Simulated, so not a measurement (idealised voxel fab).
Herein follows the process module entitled voxel ribs on slabs.
Square cells of 5 nm make up the cross-section cut, whose width is 155 nm.
Throughout this document, each cross-section is represented as a grid of square cells and is presented as a sequence of bands enumerated from the top downward, where a band comprises one or more rows of cells.
A band entry consists of two parts. The first gives the height of the band's top and the height of its bottom, in nm. The rest lists the band's materials from left to right, each with its width in nm. A single material labelled with the word "edge to edge" fills the band from edge to edge, and the word "empty" marks empty space.
We count height from 0. Below that, the starting wafer is all one material. The lowest band never ends at the bottom but goes on down; see "0 and below" for how that is written.
It should be noted that a width expressed as "30->40" varies in equal increments from row to row of cells within the band, taking the value of the first number at the top row and that of the second number at the bottom row.
"nothing was modified", as given for a step, is the statement that not any cell of the cross-section underwent a change during that step.
Entry "Closed void register". Content: empty spaces with no open connection to the top, size 8 cells or greater. Each: width x height at distance. Distance: from left edge. Unit: nm.
Note: text after step settings on the step line = simulator remark on that step.
Steps that use a mask can have "overlay nm" on their line. It says how far the mask sat to the right of where it was meant to be. Negative means to the left.
[The steps planned for the process are as follows]
| 1 | RECEIVE (material Si) |
| 2 | DIRECTIONAL_DEP (material SiO2; thk nm 20) |
| 3 | DIRECTIONAL_DEP (material SiN; thk nm 25) |
| 4 | PATTERN (tone cover; mask id RIB; material resist; width nm 30; thk nm 20; overlay nm 0) |
| 5 | DIRECTIONAL_ETCH (etch materials SiN; depth nm 15) |
| 6 | STRIP (etch materials resist) |
| 7 | MASKED_ETCH (tone cover; mask id SLAB; width nm 90; etch materials SiN; depth nm 10; overlay nm 0) |
| 8 | FILL_DEP (material SiO2; thk nm 15) |
| 9 | CMP (height nm 55) |
| 10 | DIRECTIONAL_DEP (material W; thk nm 10) |
| 11 | PATTERN (tone cover; mask id HEATER; material resist; width nm 40; thk nm 20; overlay nm 0) |
| 12 | DIRECTIONAL_ETCH (etch materials W; depth nm 10) |
| 13 | STRIP (etch materials resist) |
| 14 | CONFORMAL_DEP (material SiO2; thk nm 5) |
[As-received wafer cross-section (after step 1)]
- 0 and below  Si edge to edge
- Closed void register: none
[Same starting wafer, same plan as above, one mistake in the execution; this is the cross-section at the end of the module]
- 70 down to 65  50 nm empty / 50 nm SiO2 / 55 nm empty
- 65 down to 60  50 nm empty / 5 nm SiO2 / 40 nm W / 5 nm SiO2 / 55 nm empty
- 60 down to 55  55 nm SiO2 / 40 nm W / 60 nm SiO2
- 55 down to 25  SiO2 edge to edge
- 25 down to 0  SiN edge to edge
- 0 and below  Si edge to edge
- Closed void register: none
Nonconformance to the process plan: the run placed steps 2 and 3 each in the position the plan gave to the other
